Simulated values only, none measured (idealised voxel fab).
The following is a process module called voxel capacitor over wiring.
Cross-section cut: width 190 nm, square cells of 5 nm.
Format of a cross-section: grid, square cells. Given as bands. Order: top down. Band: one or more rows of cells.
Read a band's entry like this: the first values are the height of its top and the height of its bottom in nm, and what follows is the sequence of materials from left to right, each with its width in nm. Note that "air" is empty space, and that a single material marked "edge to edge" reaches across the band from edge to edge.
All heights in this document are referenced to 0, defined as the level beneath which the wafer, as received, consists entirely of one material. The lowest band is not bounded below; it extends indefinitely downward and is written in the form "0 and below".
Width: "30..40" (first number = top row, second number = bottom row, same change from row to row of cells).
Given "all unchanged" for a step, no cell of the cross-section differs between before and after that step.
Listed in "Closed void listing": every empty space of 8 or more cells without an open way to the top. Form: width x height at distance, the distance being from the left edge, all in nm.
after a step's settings: what the simulator itself notes on the step
"overlay nm" denotes, for a step that has a mask, the displacement of the mask to the right of its planned place, with negative values corresponding to the left.

**The steps planned for the process are as follows**
1 RECEIVE with material Si
2 CONFORMAL_DEP with material SiO2, thk nm 10
3 DIRECTIONAL_DEP with material TiN, thk nm 5
4 DIRECTIONAL_DEP with material W, thk nm 15
5 DIRECTIONAL_DEP with material aC, thk nm 10
6 PATTERN with tone cover, mask id METAL_1, material resist, width nm 30, pitch nm 100, thk nm 25, overlay nm 0
7 DIRECTIONAL_ETCH with etch materials aC, depth nm 10
8 STRIP with etch materials resist
9 DIRECTIONAL_ETCH with etch materials W, depth nm 15
10 DIRECTIONAL_ETCH with etch materials TiN, depth nm 5
11 STRIP with etch materials aC
12 FILL_DEP with material SiO2, thk nm 10
13 CMP with height nm 30
14 CONFORMAL_DEP with material SiCN, thk nm 5
15 DIRECTIONAL_DEP with material SiO2, thk nm 20
16 PATTERN with tone open, mask id PLUG_1, material resist, width nm 15, thk nm 15, overlay nm 0
17 DIRECTIONAL_ETCH with etch materials SiO2, depth nm 20
18 DIRECTIONAL_ETCH with etch materials SiCN, depth nm 5
19 STRIP with etch materials resist
20 EPI with material Ru, thk nm 10
21 EPI with material Ru, thk nm 10
22 EPI with material Ru, thk nm 5
23 DIRECTIONAL_DEP with material TiN, thk nm 5
24 DIRECTIONAL_DEP with material HfO2, thk nm 5
25 DIRECTIONAL_DEP with material TiN, thk nm 10
26 DIRECTIONAL_DEP with material aC, thk nm 10
27 PATTERN with tone cover, mask id UPPER_PLATE, material resist, width nm 75, thk nm 30, overlay nm 0
28 DIRECTIONAL_ETCH with etch materials aC, depth nm 10
29 STRIP with etch materials resist
30 DIRECTIONAL_ETCH with etch materials TiN, depth nm 10
31 DIRECTIONAL_ETCH with etch materials HfO2, depth nm 5
32 STRIP with etch materials aC
33 DIRECTIONAL_DEP with material aC, thk nm 10
34 PATTERN with tone cover, mask id LOWER_PLATE, material resist, width nm 85, thk nm 25, overlay nm 0
35 DIRECTIONAL_ETCH with etch materials aC, depth nm 10
36 STRIP with etch materials resist
37 DIRECTIONAL_ETCH with etch materials TiN, depth nm 5
38 STRIP with etch materials aC
39 FILL_DEP with material SiO2, thk nm 15
40 CMP with height nm 85
41 DIRECTIONAL_DEP with material aC, thk nm 15
42 PATTERN with tone open, mask id PLUG_2, material resist, width nm 15, thk nm 35, overlay nm 0
43 DIRECTIONAL_ETCH with etch materials aC, depth nm 15
44 STRIP with etch materials resist
45 DIRECTIONAL_ETCH with etch materials SiO2, depth nm 10
46 STRIP with etch materials aC
47 CONFORMAL_DEP with material TiN, thk nm 5
48 FILL_DEP with material Ru, thk nm 5
49 CMP with height nm 85
50 CONFORMAL_DEP with material SiN, thk nm 5

**First of two wafers: run as planned**

**Cross-section, incoming material, after step 1**
    0 and below | Si edge to edge
    Closed void listing: none

**Once step 2 is through, the wafer looks like this in cross-section**
    10 down to 0 | SiO2 edge to edge
    Everything under 0 stays put, no change at all.

**Once step 3 is through, the wafer looks like this in cross-section**
    15 down to 10 | TiN edge to edge
    Everything under 10 stays put, no change at all.

**Once step 4 is through, the wafer looks like this in cross-section**
    30 down to 15 | W edge to edge
    Everything under 15 stays put, no change at all.

**Once step 5 is through, the wafer looks like this in cross-section**
    40 down to 30 | aC edge to edge
    Everything under 30 stays put, no change at all.

**Once step 6 is through, the wafer looks like this in cross-section**
    65 down to 40 | air=30  resist=30  air=70  resist=30  air=30
    Everything under 40 stays put, no change at all.

**Once step 7 is through, the wafer looks like this in cross-section**
    55 down to 40 | air=30  resist=30  air=70  resist=30  air=30
    40 down to 30 | air=30  aC=30  air=70  aC=30  air=30
    Everything under 30 stays put, no change at all.

**Once step 8 is through, the wafer looks like this in cross-section**
    40 down to 30 | air=30  aC=30  air=70  aC=30  air=30
    Everything under 30 stays put, no change at all.

**Once step 9 is through, the wafer looks like this in cross-section**
    40 down to 30 | air=30  aC=30  air=70  aC=30  air=30
    30 down to 15 | air=30  W=30  air=70  W=30  air=30
    Everything under 15 stays put, no change at all.

**Once step 10 is through, the wafer looks like this in cross-section**
    40 down to 30 | air=30  aC=30  air=70  aC=30  air=30
    30 down to 15 | air=30  W=30  air=70  W=30  air=30
    15 down to 10 | air=30  TiN=30  air=70  TiN=30  air=30
    Everything under 10 stays put, no change at all.

**Once step 11 is through, the wafer looks like this in cross-section**
    30 down to 15 | air=30  W=30  air=70  W=30  air=30
    Everything under 15 stays put, no change at all.

**Once step 12 is through, the wafer looks like this in cross-section**
    40 down to 30 | SiO2 edge to edge
    30 down to 15 | SiO2=30  W=30  SiO2=70  W=30  SiO2=30
    15 down to 10 | SiO2=30  TiN=30  SiO2=70  TiN=30  SiO2=30
    Everything under 10 stays put, no change at all.

**Once step 13 is through, the wafer looks like this in cross-section**
    30 down to 15 | SiO2=30  W=30  SiO2=70  W=30  SiO2=30
    Everything under 15 stays put, no change at all.

**Once step 14 is through, the wafer looks like this in cross-section**
    35 down to 30 | SiCN edge to edge
    Everything under 30 stays put, no change at all.

**Once step 15 is through, the wafer looks like this in cross-section**
    55 down to 35 | SiO2 edge to edge
    Everything under 35 stays put, no change at all.

**Once step 16 is through, the wafer looks like this in cross-section**
    70 down to 55 | resist=45  air=15  resist=130
    Everything under 55 stays put, no change at all.

**Once step 17 is through, the wafer looks like this in cross-section**
    70 down to 55 | resist=45  air=15  resist=130
    55 down to 35 | SiO2=45  air=15  SiO2=130
    Everything under 35 stays put, no change at all.

**Once step 18 is through, the wafer looks like this in cross-section**
    70 down to 55 | resist=45  air=15  resist=130
    55 down to 35 | SiO2=45  air=15  SiO2=130
    35 down to 30 | SiCN=45  air=15  SiCN=130
    Everything under 30 stays put, no change at all.

**Once step 19 is through, the wafer looks like this in cross-section**
    55 down to 35 | SiO2=45  air=15  SiO2=130
    Everything under 35 stays put, no change at all.

**Once step 20 is through, the wafer looks like this in cross-section**
    55 down to 40 | SiO2=45  air=15  SiO2=130
    40 down to 35 | SiO2=45  Ru=15  SiO2=130
    35 down to 30 | SiCN=45  Ru=15  SiCN=130
    Everything under 30 stays put, no change at all.

**Once step 21 is through, the wafer looks like this in cross-section**
    55 down to 50 | SiO2=45  air=15  SiO2=130
    50 down to 35 | SiO2=45  Ru=15  SiO2=130
    Everything under 35 stays put, no change at all.

**Once step 22 is through, the wafer looks like this in cross-section**
    55 down to 35 | SiO2=45  Ru=15  SiO2=130
    Everything under 35 stays put, no change at all.

**Once step 23 is through, the wafer looks like this in cross-section**
    60 down to 55 | TiN edge to edge
    Everything under 55 stays put, no change at all.

**Once step 24 is through, the wafer looks like this in cross-section**
    65 down to 60 | HfO2 edge to edge
    Everything under 60 stays put, no change at all.

**Once step 25 is through, the wafer looks like this in cross-section**
    75 down to 65 | TiN edge to edge
    Everything under 65 stays put, no change at all.

**Once step 26 is through, the wafer looks like this in cross-section**
    85 down to 75 | aC edge to edge
    Everything under 75 stays put, no change at all.

**Once step 27 is through, the wafer looks like this in cross-section**
    115 down to 85 | air=45  resist=75  air=70
    Everything under 85 stays put, no change at all.

**Once step 28 is through, the wafer looks like this in cross-section**
    105 down to 85 | air=45  resist=75  air=70
    85 down to 75 | air=45  aC=75  air=70
    Everything under 75 stays put, no change at all.

**Once step 29 is through, the wafer looks like this in cross-section**
    85 down to 75 | air=45  aC=75  air=70
    Everything under 75 stays put, no change at all.

**Once step 30 is through, the wafer looks like this in cross-section**
    85 down to 75 | air=45  aC=75  air=70
    75 down to 65 | air=45  TiN=75  air=70
    Everything under 65 stays put, no change at all.

**Once step 31 is through, the wafer looks like this in cross-section**
    85 down to 75 | air=45  aC=75  air=70
    75 down to 65 | air=45  TiN=75  air=70
    65 down to 60 | air=45  HfO2=75  air=70
    Everything under 60 stays put, no change at all.

**Once step 32 is through, the wafer looks like this in cross-section**
    75 down to 65 | air=45  TiN=75  air=70
    Everything under 65 stays put, no change at all.

**Once step 33 is through, the wafer looks like this in cross-section**
    85 down to 75 | air=45  aC=75  air=70
    75 down to 70 | air=45  TiN=75  air=70
    70 down to 65 | aC=45  TiN=75  aC=70
    65 down to 60 | aC=45  HfO2=75  aC=70
    Everything under 60 stays put, no change at all.

**Once step 34 is through, the wafer looks like this in cross-section**
    110 down to 85 | air=40  resist=85  air=65
    85 down to 75 | air=40  resist=5  aC=75  resist=5  air=65
    75 down to 70 | air=40  resist=5  TiN=75  resist=5  air=65
    Everything under 70 stays put, no change at all.

**Once step 35 is through, the wafer looks like this in cross-section**
    100 down to 85 | air=40  resist=85  air=65
    85 down to 75 | air=40  resist=5  aC=75  resist=5  air=65
    75 down to 70 | air=40  resist=5  TiN=75  resist=5  air=65
    70 down to 65 | air=40  aC=5  TiN=75  aC=5  air=65
    65 down to 60 | air=40  aC=5  HfO2=75  aC=5  air=65
    Everything under 60 stays put, no change at all.

**Once step 36 is through, the wafer looks like this in cross-section**
    85 down to 75 | air=45  aC=75  air=70
    75 down to 70 | air=45  TiN=75  air=70
    Everything under 70 stays put, no change at all.

**Once step 37 is through, the wafer looks like this in cross-section**
    85 down to 75 | air=45  aC=75  air=70
    75 down to 70 | air=45  TiN=75  air=70
    70 down to 65 | air=40  aC=5  TiN=75  aC=5  air=65
    65 down to 60 | air=40  aC=5  HfO2=75  aC=5  air=65
    60 down to 55 | air=40  TiN=85  air=65
    Everything under 55 stays put, no change at all.

**Once step 38 is through, the wafer looks like this in cross-section**
    75 down to 65 | air=45  TiN=75  air=70
    65 down to 60 | air=45  HfO2=75  air=70
    Everything under 60 stays put, no change at all.

**Once step 39 is through, the wafer looks like this in cross-section**
    90 down to 75 | SiO2 edge to edge
    75 down to 65 | SiO2=45  TiN=75  SiO2=70
    65 down to 60 | SiO2=45  HfO2=75  SiO2=70
    60 down to 55 | SiO2=40  TiN=85  SiO2=65
    Everything under 55 stays put, no change at all.

**Once step 40 is through, the wafer looks like this in cross-section**
    85 down to 75 | SiO2 edge to edge
    Everything under 75 stays put, no change at all.

**Once step 41 is through, the wafer looks like this in cross-section**
    100 down to 85 | aC edge to edge
    Everything under 85 stays put, no change at all.

**Once step 42 is through, the wafer looks like this in cross-section**
    135 down to 100 | resist=55  air=15  resist=120
    Everything under 100 stays put, no change at all.

**Once step 43 is through, the wafer looks like this in cross-section**
    120 down to 100 | resist=55  air=15  resist=120
    100 down to 85 | aC=55  air=15  aC=120
    Everything under 85 stays put, no change at all.

**Once step 44 is through, the wafer looks like this in cross-section**
    100 down to 85 | aC=55  air=15  aC=120
    Everything under 85 stays put, no change at all.

**Once step 45 is through, the wafer looks like this in cross-section**
    100 down to 85 | aC=55  air=15  aC=120
    85 down to 75 | SiO2=55  air=15  SiO2=120
    Everything under 75 stays put, no change at all.

**Once step 46 is through, the wafer looks like this in cross-section**
    85 down to 75 | SiO2=55  air=15  SiO2=120
    Everything under 75 stays put, no change at all.

**Once step 47 is through, the wafer looks like this in cross-section**
    90 down to 85 | TiN=60  air=5  TiN=125
    85 down to 80 | SiO2=55  TiN=5  air=5  TiN=5  SiO2=120
    80 down to 75 | SiO2=55  TiN=15  SiO2=120
    Everything under 75 stays put, no change at all.

**Once step 48 is through, the wafer looks like this in cross-section**
    95 down to 90 | Ru edge to edge
    90 down to 85 | TiN=60  Ru=5  TiN=125
    85 down to 80 | SiO2=55  TiN=5  Ru=5  TiN=5  SiO2=120
    Everything under 80 stays put, no change at all.

**Once step 49 is through, the wafer looks like this in cross-section**
    85 down to 80 | SiO2=55  TiN=5  Ru=5  TiN=5  SiO2=120
    Everything under 80 stays put, no change at all.

**Once step 50 is through, the wafer looks like this in cross-section**
    90 down to 85 | SiN edge to edge
    Everything under 85 stays put, no change at all.

**The remaining wafer, second of the two, started like the first and was run to the same plan, except that one mistake was made along the way; the two coincide through step 14, inclusive**

**Cross-section of the second wafer at the time by which step 15 should have been completed according to the plan**
    75 down to 35 | SiO2 edge to edge
    Everything under 35 stays put, no change at all.

**Cross-section of the second wafer at the time by which step 16 should have been completed according to the plan**
    90 down to 75 | resist=45  air=15  resist=130
    Everything under 75 stays put, no change at all.

**Cross-section of the second wafer at the time by which step 17 should have been completed according to the plan**
    90 down to 75 | resist=45  air=15  resist=130
    75 down to 55 | SiO2=45  air=15  SiO2=130
    Everything under 55 stays put, no change at all.

Cross-section of the second wafer at the time by which step 18 should have been completed according to the plan: all unchanged

**Cross-section of the second wafer at the time by which step 19 should have been completed according to the plan**
    75 down to 55 | SiO2=45  air=15  SiO2=130
    Everything under 55 stays put, no change at all.

Cross-section of the second wafer at the time by which step 20 should have been completed according to the plan: all unchanged

Cross-section of the second wafer at the time by which step 21 should have been completed according to the plan: all unchanged

Cross-section of the second wafer at the time by which step 22 should have been completed according to the plan: all unchanged

**Cross-section of the second wafer at the time by which step 23 should have been completed according to the plan**
    80 down to 75 | TiN=45  air=15  TiN=130
    75 down to 60 | SiO2=45  air=15  SiO2=130
    60 down to 55 | SiO2=45  TiN=15  SiO2=130
    Everything under 55 stays put, no change at all.

**Cross-section of the second wafer at the time by which step 24 should have been completed according to the plan**
    85 down to 80 | HfO2=45  air=15  HfO2=130
    80 down to 75 | TiN=45  air=15  TiN=130
    75 down to 65 | SiO2=45  air=15  SiO2=130
    65 down to 60 | SiO2=45  HfO2=15  SiO2=130
    Everything under 60 stays put, no change at all.

**Cross-section of the second wafer at the time by which step 25 should have been completed according to the plan**
    95 down to 85 | TiN=45  air=15  TiN=130
    85 down to 80 | HfO2=45  air=15  HfO2=130
    80 down to 75 | TiN=45  air=15  TiN=130
    75 down to 65 | SiO2=45  TiN=15  SiO2=130
    Everything under 65 stays put, no change at all.

**Cross-section of the second wafer at the time by which step 26 should have been completed according to the plan**
    105 down to 95 | aC=45  air=15  aC=130
    95 down to 85 | TiN=45  air=15  TiN=130
    85 down to 80 | HfO2=45  aC=15  HfO2=130
    80 down to 75 | TiN=45  aC=15  TiN=130
    Everything under 75 stays put, no change at all.

**Cross-section of the second wafer at the time by which step 27 should have been completed according to the plan**
    135 down to 105 | air=45  resist=75  air=70
    105 down to 95 | aC=45  resist=15  aC=130
    95 down to 85 | TiN=45  resist=15  TiN=130
    Everything under 85 stays put, no change at all.

**Cross-section of the second wafer at the time by which step 28 should have been completed according to the plan**
    125 down to 105 | air=45  resist=75  air=70
    105 down to 95 | air=45  resist=15  aC=60  air=70
    Everything under 95 stays put, no change at all.

**Cross-section of the second wafer at the time by which step 29 should have been completed according to the plan**
    105 down to 95 | air=60  aC=60  air=70
    95 down to 85 | TiN=45  air=15  TiN=130
    Everything under 85 stays put, no change at all.

**Cross-section of the second wafer at the time by which step 30 should have been completed according to the plan**
    105 down to 95 | air=60  aC=60  air=70
    95 down to 85 | air=60  TiN=60  air=70
    Everything under 85 stays put, no change at all.

**Cross-section of the second wafer at the time by which step 31 should have been completed according to the plan**
    105 down to 95 | air=60  aC=60  air=70
    95 down to 85 | air=60  TiN=60  air=70
    85 down to 80 | air=45  aC=15  HfO2=60  air=70
    Everything under 80 stays put, no change at all.

**Cross-section of the second wafer at the time by which step 32 should have been completed according to the plan**
    95 down to 85 | air=60  TiN=60  air=70
    85 down to 80 | air=60  HfO2=60  air=70
    80 down to 75 | TiN=45  air=15  TiN=130
    Everything under 75 stays put, no change at all.

**Cross-section of the second wafer at the time by which step 33 should have been completed according to the plan**
    105 down to 95 | air=60  aC=60  air=70
    95 down to 90 | air=60  TiN=60  air=70
    90 down to 85 | aC=45  air=15  TiN=60  aC=70
    85 down to 80 | aC=60  HfO2=60  aC=70
    80 down to 75 | TiN=45  aC=15  TiN=130
    Everything under 75 stays put, no change at all.

**Cross-section of the second wafer at the time by which step 34 should have been completed according to the plan**
    130 down to 105 | air=40  resist=85  air=65
    105 down to 95 | air=40  resist=20  aC=60  resist=5  air=65
    95 down to 90 | air=40  resist=20  TiN=60  resist=5  air=65
    90 down to 85 | aC=45  resist=15  TiN=60  aC=70
    Everything under 85 stays put, no change at all.

**Cross-section of the second wafer at the time by which step 35 should have been completed according to the plan**
    120 down to 105 | air=40  resist=85  air=65
    105 down to 95 | air=40  resist=20  aC=60  resist=5  air=65
    95 down to 90 | air=40  resist=20  TiN=60  resist=5  air=65
    90 down to 85 | air=40  aC=5  resist=15  TiN=60  aC=5  air=65
    85 down to 80 | air=40  aC=20  HfO2=60  aC=5  air=65
    Everything under 80 stays put, no change at all.

**Cross-section of the second wafer at the time by which step 36 should have been completed according to the plan**
    105 down to 95 | air=60  aC=60  air=70
    95 down to 90 | air=60  TiN=60  air=70
    90 down to 85 | air=40  aC=5  air=15  TiN=60  aC=5  air=65
    Everything under 85 stays put, no change at all.

**Cross-section of the second wafer at the time by which step 37 should have been completed according to the plan**
    105 down to 95 | air=60  aC=60  air=70
    95 down to 90 | air=60  TiN=60  air=70
    90 down to 85 | air=40  aC=5  air=15  TiN=60  aC=5  air=65
    85 down to 80 | air=40  aC=20  HfO2=60  aC=5  air=65
    80 down to 75 | air=40  TiN=5  aC=15  TiN=65  air=65
    Everything under 75 stays put, no change at all.

**Cross-section of the second wafer at the time by which step 38 should have been completed according to the plan**
    95 down to 85 | air=60  TiN=60  air=70
    85 down to 80 | air=60  HfO2=60  air=70
    80 down to 75 | air=40  TiN=5  air=15  TiN=65  air=65
    Everything under 75 stays put, no change at all.

**Cross-section of the second wafer at the time by which step 39 should have been completed according to the plan**
    110 down to 95 | SiO2 edge to edge
    95 down to 85 | SiO2=60  TiN=60  SiO2=70
    85 down to 80 | SiO2=60  HfO2=60  SiO2=70
    80 down to 75 | SiO2=40  TiN=5  SiO2=15  TiN=65  SiO2=65
    Everything under 75 stays put, no change at all.

**Cross-section of the second wafer at the time by which step 40 should have been completed according to the plan**
    85 down to 80 | SiO2=60  HfO2=60  SiO2=70
    Everything under 80 stays put, no change at all.

**Cross-section of the second wafer at the time by which step 41 should have been completed according to the plan**
    100 down to 85 | aC edge to edge
    Everything under 85 stays put, no change at all.

**Cross-section of the second wafer at the time by which step 42 should have been completed according to the plan**
    135 down to 100 | resist=55  air=15  resist=120
    Everything under 100 stays put, no change at all.

**Cross-section of the second wafer at the time by which step 43 should have been completed according to the plan**
    120 down to 100 | resist=55  air=15  resist=120
    100 down to 85 | aC=55  air=15  aC=120
    Everything under 85 stays put, no change at all.

**Cross-section of the second wafer at the time by which step 44 should have been completed according to the plan**
    100 down to 85 | aC=55  air=15  aC=120
    Everything under 85 stays put, no change at all.

**Cross-section of the second wafer at the time by which step 45 should have been completed according to the plan**
    100 down to 85 | aC=55  air=15  aC=120
    85 down to 80 | SiO2=55  air=5  HfO2=60  SiO2=70
    80 down to 75 | SiO2=40  TiN=5  SiO2=10  air=5  TiN=65  SiO2=65
    Everything under 75 stays put, no change at all.

**Cross-section of the second wafer at the time by which step 46 should have been completed according to the plan**
    85 down to 80 | SiO2=55  air=5  HfO2=60  SiO2=70
    Everything under 80 stays put, no change at all.

**Cross-section of the second wafer at the time by which step 47 should have been completed according to the plan**
    90 down to 85 | TiN edge to edge
    85 down to 80 | SiO2=55  TiN=5  HfO2=60  SiO2=70
    80 down to 75 | SiO2=40  TiN=5  SiO2=10  TiN=70  SiO2=65
    Everything under 75 stays put, no change at all.

**Cross-section of the second wafer at the time by which step 48 should have been completed according to the plan**
    95 down to 90 | Ru edge to edge
    Everything under 90 stays put, no change at all.

**Cross-section of the second wafer at the time by which step 49 should have been completed according to the plan**
    85 down to 80 | SiO2=55  TiN=5  HfO2=60  SiO2=70
    Everything under 80 stays put, no change at all.

**Cross-section of the second wafer at the time by which step 50 should have been completed according to the plan**
    90 down to 85 | SiN edge to edge
    Everything under 85 stays put, no change at all.
What went wrong in running the wafer? twice over, step 15 of the plan was run
Final cells, second wafer relative to first, materials higher or lower: Ru -16 | SiCN +3 | SiO2 +40 | TiN -27
